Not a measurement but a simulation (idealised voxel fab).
The process module that follows is named voxel capacitor over wiring.
We display cut, a cross-section 205 nm in width whose square cells are each 5 nm.
Reading order for cross-sections: top band down to bottom band. Underlying form: a grid of square cells. Band size: one or more rows of cells. Within each band entry, the heights of the top and of the bottom of the band appear first, in that order and in nm; the materials of the band then follow from left to right, each with its corresponding width in nm. The designation "everywhere" on a single material indicates that it fills the band from edge to edge; the designation "blank" indicates empty space. Convention: height 0 is the level below which the wafer, as received, is all one material. The lowest band does not terminate at the bottom but continues downward, represented as "z 0 and below". A width given as "30->40" starts at the first number in the band's top row and ends at the second number in its bottom row, shifting by an equal amount at every step from row to row. No cell of the cross-section changed in a step that is given as "remains unaltered". Entry "Entrapped void list" = empty spaces >= 8 cells with no open way to the top; each as width x height at distance, distance from left edge, all nm. If you see something after the settings on a step's line, that's the simulator's own remark about that step. The setting "overlay nm" may be written on the line of a step. When the step uses a mask, the value reports how far to the right of the planned place the mask lay, and a negative value reports that it lay to the left.

PROCESS STEPS FORESEEN IN THE PLAN
| 1 | RECEIVE [material Si] |
| 2 | CONFORMAL_DEP [material SiO2] [thk nm 10] |
| 3 | DIRECTIONAL_DEP [material TiN] [thk nm 5] |
| 4 | DIRECTIONAL_DEP [material W] [thk nm 15] |
| 5 | MASKED_ETCH [tone cover] [mask id METAL_1] [width nm 25] [pitch nm 90] [etch materials W] [depth nm 15] [overlay nm 0] |
| 6 | MASKED_ETCH [tone cover] [mask id METAL_1] [width nm 25] [pitch nm 90] [etch materials TiN] [depth nm 5] [overlay nm 0] |
| 7 | FILL_DEP [material lowk] [thk nm 10] |
| 8 | CMP [height nm 30] |
| 9 | CONFORMAL_DEP [material SiCN] [thk nm 5] |
| 10 | DIRECTIONAL_DEP [material SiO2] [thk nm 10] |
| 11 | DIRECTIONAL_DEP [material aC] [thk nm 15] |
| 12 | PATTERN [tone open] [mask id PLUG_1] [material resist] [width nm 15] [thk nm 30] [overlay nm 0] |
| 13 | DIRECTIONAL_ETCH [etch materials aC] [depth nm 15] |
| 14 | STRIP [etch materials resist] |
| 15 | DIRECTIONAL_ETCH [etch materials SiO2] [depth nm 10] |
| 16 | DIRECTIONAL_ETCH [etch materials SiCN] [depth nm 5] |
| 17 | STRIP [etch materials aC] |
| 18 | EPI [material Ru] [thk nm 10] |
| 19 | EPI [material Ru] [thk nm 5] |
| 20 | DIRECTIONAL_DEP [material TiN] [thk nm 10] |
| 21 | DIRECTIONAL_DEP [material SiN] [thk nm 5] |
| 22 | DIRECTIONAL_DEP [material TiN] [thk nm 5] |
| 23 | PATTERN [tone cover] [mask id UPPER_PLATE] [material resist] [width nm 70] [thk nm 15] [overlay nm 0] |
| 24 | DIRECTIONAL_ETCH [etch materials TiN] [depth nm 5] |
| 25 | DIRECTIONAL_ETCH [etch materials SiN] [depth nm 5] |
| 26 | STRIP [etch materials resist] |
| 27 | PATTERN [tone cover] [mask id LOWER_PLATE] [material resist] [width nm 80] [thk nm 15] [overlay nm 0] |
| 28 | DIRECTIONAL_ETCH [etch materials TiN] [depth nm 10] |
| 29 | STRIP [etch materials resist] |
| 30 | FILL_DEP [material SiO2] [thk nm 15] |
| 31 | CMP [height nm 75] |
| 32 | MASKED_ETCH [tone open] [mask id PLUG_2] [width nm 15] [etch materials SiO2] [depth nm 10] [overlay nm 0] |
| 33 | CONFORMAL_DEP [material TiN] [thk nm 5] |
| 34 | FILL_DEP [material Cu] [thk nm 5] |
| 35 | CMP [height nm 75] |
| 36 | CONFORMAL_DEP [material SiN] [thk nm 5] |

SO THIS IS THE INCOMING WAFER IN CROSS-SECTION - IT'S ALREADY BEEN THROUGH STEP 1
	z 0 and below  Si everywhere
	Entrapped void list: none

LOOKING AT THE FIRST OF TWO WAFERS IN CROSS-SECTION AT END OF MODULE - RAN TO PLAN
	z 80 to 75  SiN everywhere
	z 75 to 70  SiO2: 65; TiN: 5; Cu: 5; TiN: 5; SiO2: 125
	z 70 to 60  SiO2: 65->55; TiN: 15->70; SiO2: 125->80
	z 60 to 55  SiO2: 55; SiN: 70; SiO2: 80
	z 55 to 45  SiO2: 50; TiN: 80; SiO2: 75
	z 45 to 35  SiO2: 55; Ru: 15; SiO2: 135
	z 35 to 30  SiCN: 55; Ru: 15; SiCN: 135
	z 30 to 15  lowk: 45; W: 25; lowk: 65; W: 25; lowk: 45
	z 15 to 10  lowk: 45; TiN: 25; lowk: 65; TiN: 25; lowk: 45
	z 10 to 0  SiO2 everywhere
	z 0 and below  Si everywhere
	Entrapped void list: none

SECOND OF TWO WAFERS, MODULE COMPLETE, SECTIONED: IT SHARES THE FIRST WAFER'S START AND PLAN BUT WAS RUN WITH ONE MISTAKE
	z 80 to 75  SiN everywhere
	z 75 to 70  SiO2: 65; TiN: 5; Cu: 5; TiN: 5; SiO2: 125
	z 70 to 60  SiO2: 65; TiN: 15->65; SiO2: 125->75
	z 60 to 55  SiO2: 65; SiN: 70; SiO2: 70
	z 55 to 45  SiO2: 50; TiN: 85; SiO2: 70
	z 45 to 35  SiO2: 55; Ru: 15; SiO2: 135
	z 35 to 30  SiCN: 55; Ru: 15; SiCN: 135
	z 30 to 15  lowk: 45; W: 25; lowk: 65; W: 25; lowk: 45
	z 15 to 10  lowk: 45; TiN: 25; lowk: 65; TiN: 25; lowk: 45
	z 10 to 0  SiO2 everywhere
	z 0 and below  Si everywhere
	Entrapped void list: none
It is concluded that the wafer was processed incorrectly with respect to the plan, in that step 23 off recipe, ran as PATTERN [tone cover] [mask id UPPER_PLATE] [material resist] [width nm 70] [thk nm 15] [overlay nm 10]
Final cells, second wafer relative to first, materials higher or lower: SiO2: 1 fewer, TiN: 1 more
